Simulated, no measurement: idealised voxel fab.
process module | voxel double patterning
cross-section cut | 255 nm wide | cells 5 nm
A cross-section is a grid of square cells, given in bands from the top down. A band is one or more rows of cells.
Each band's line starts with the height of the band's top and of its bottom, in nm. Then come its materials from left to right, each with its width in nm. One material with "throughout" fills the band from edge to edge. "air" is empty space.
Height 0 is the level under which the wafer as received is all one material. The lowest band goes on downwards, as in "0 down".
A width such as "30 to 40" changes by the same amount from each row of cells to the next, from the band's top row to its bottom row.
"no change" after a step means that no cell of the cross-section changed.
closed voids: empty space of 8 cells or more with no open way to the top, each as width x height at its distance from the left edge, in nm
after a step's settings: what the simulator itself notes on the step
overlay nm, on a step with a mask: how far to the right of its planned place the mask lay; to the left if negative
plan
1 op RECEIVE | material Si
2 op CONFORMAL_DEP | material SiN | thk nm 10
3 op DIRECTIONAL_DEP | material SiO2 | thk nm 15
4 op DIRECTIONAL_DEP | material SiCN | thk nm 5
5 op DIRECTIONAL_DEP | material aC | thk nm 10
6 op PATTERN | tone open | mask id FIRST | material resist | width nm 15 | pitch nm 50 | thk nm 25 | overlay nm 0
7 op DIRECTIONAL_ETCH | etch materials aC | depth nm 10
8 op STRIP | etch materials resist
9 op DIRECTIONAL_ETCH | etch materials SiCN | depth nm 5
10 op STRIP | etch materials aC
11 op MASKED_ETCH | tone open | mask id SECOND | width nm 15 | etch materials SiCN | depth nm 5 | overlay nm 0
12 op DIRECTIONAL_ETCH | etch materials SiO2 | depth nm 15
13 op STRIP | etch materials SiCN
as received, after step 1
  0 down: Si throughout
  closed voids: none
first wafer at the end, as planned
  25 to 10: SiO2 95 | air 15 | SiO2 10 | air 15 | SiO2 10 | air 15 | SiO2 95
  10 to 0: SiN throughout
  0 down: Si throughout
  closed voids: none
second wafer at the end: like start, like plan, one mistake
  15 to 0: SiO2 95 | air 15 | SiO2 10 | air 15 | SiO2 10 | air 15 | SiO2 95
  0 down: Si throughout
  closed voids: none
what went wrong: step 2 was left out
at the end the second wafer has, in cells: 102 fewer of SiN
